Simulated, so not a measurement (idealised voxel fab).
The document below concerns the process module designated voxel gate over fins.
Cross-sectional view cut (width: 195 nm; square cell size: 5 nm).
How to read a cross-section here: the picture is a grid of square cells, written as bands going from the top down, and any band can span one or more rows of cells.
Read a band's entry like this: the first values are the height of its top and the height of its bottom in nm, and what follows is the sequence of materials from left to right, each with its width in nm. Note that "air" is empty space, and that a single material marked "everywhere" reaches across the band from edge to edge.
Beneath 0, the wafer as received is one material, and that level is where height counting begins. The lowest band goes on downward without a bottom; it is written like "0 -> down".
Think of "30 to 40" as a width that walks from the first number to the second as you go down the band, top row to bottom row, taking equal-sized steps from row to row.
Where the words "no alterations made" appear for a step, the cross-section shows no cell changed by that step; every cell remained as before.
"Closed cavity list" enumerates empty spaces isolated from the top, with no open way to it, that contain at least 8 cells, giving each as width x height at distance from the left edge, all three in nm.
after a step's settings: what the simulator itself notes on the step
The optional step-line setting "overlay nm" applies to steps with a mask and quantifies how far to the right of its planned location the mask lay, a negative value indicating leftward placement.

# The process steps that were planned are listed below
1) RECEIVE [material Si]
2) CONFORMAL_DEP [material SiN] [thk nm 10]
3) PATTERN [tone cover] [mask id FINS] [material resist] [width nm 15] [pitch nm 40] [thk nm 15] [overlay nm 0]
4) DIRECTIONAL_ETCH [etch materials SiN] [depth nm 10]
5) DIRECTIONAL_ETCH [etch materials Si] [depth nm 30]
6) STRIP [etch materials resist]
7) OXIDIZE [depth nm 5]
8) FILL_DEP [material SiO2] [thk nm 5]
9) CMP [height nm 10]
10) SELECTIVE_ETCH [etch materials SiO2] [depth nm 25]
11) STRIP [etch materials SiN]
12) CONFORMAL_DEP [material HfO2] [thk nm 5]
13) CONFORMAL_DEP [material TiN] [thk nm 5]
14) CONFORMAL_DEP [material TiAl] [thk nm 5]
15) CONFORMAL_DEP [material TiN] [thk nm 5]
16) FILL_DEP [material W] [thk nm 15]
17) CMP [height nm 30]
18) CONFORMAL_DEP [material SiCN] [thk nm 5]

# Wafer cross-section on receipt, i.e. after step 1
	0 -> down | Si everywhere
	Closed cavity list: none

# One mistake in running the module, otherwise start and plan as above: cross-section at the end
	35 -> 30 | SiCN everywhere
	30 -> 20 | W everywhere
	20 -> 15 | 55 of W, 85 of TiN, 55 of W
	15 -> 10 | 55 of W, 5 of TiN, 35 of TiAl, 5 of TiN, 35 of TiAl, 5 of TiN, 55 of W
	10 -> 5 | 55 of W, 5 of TiN, 5 of TiAl, 25 of TiN, 5 of TiAl, 5 of TiN, 5 of TiAl, 25 of TiN, 5 of TiAl, 5 of TiN, 55 of W
	5 -> 0 | 60 of TiN, 5 of TiAl, 5 of TiN, 15 of HfO2, 5 of TiN, 5 of TiAl, 5 of TiN, 5 of TiAl, 5 of TiN, 15 of HfO2, 5 of TiN, 5 of TiAl, 60 of TiN
	0 -> -5 | 65 of TiAl, 5 of TiN, 5 of HfO2, 5 of Si, 5 of HfO2, 5 of TiN, 15 of TiAl, 5 of TiN, 5 of HfO2, 5 of Si, 5 of HfO2, 5 of TiN, 65 of TiAl
	-5 -> -10 | 70 of TiN, 5 of HfO2, 5 of Si, 5 of HfO2, 25 of TiN, 5 of HfO2, 5 of Si, 5 of HfO2, 70 of TiN
	-10 -> -15 | 75 of HfO2, 5 of Si, 35 of HfO2, 5 of Si, 75 of HfO2
	-15 -> -65 | 75 of SiO2, 5 of Si, 35 of SiO2, 5 of Si, 75 of SiO2
	-65 -> down | Si everywhere
	Closed cavity list: none
Which mistake was made when the wafer was run? the plan's step 5 ran twice
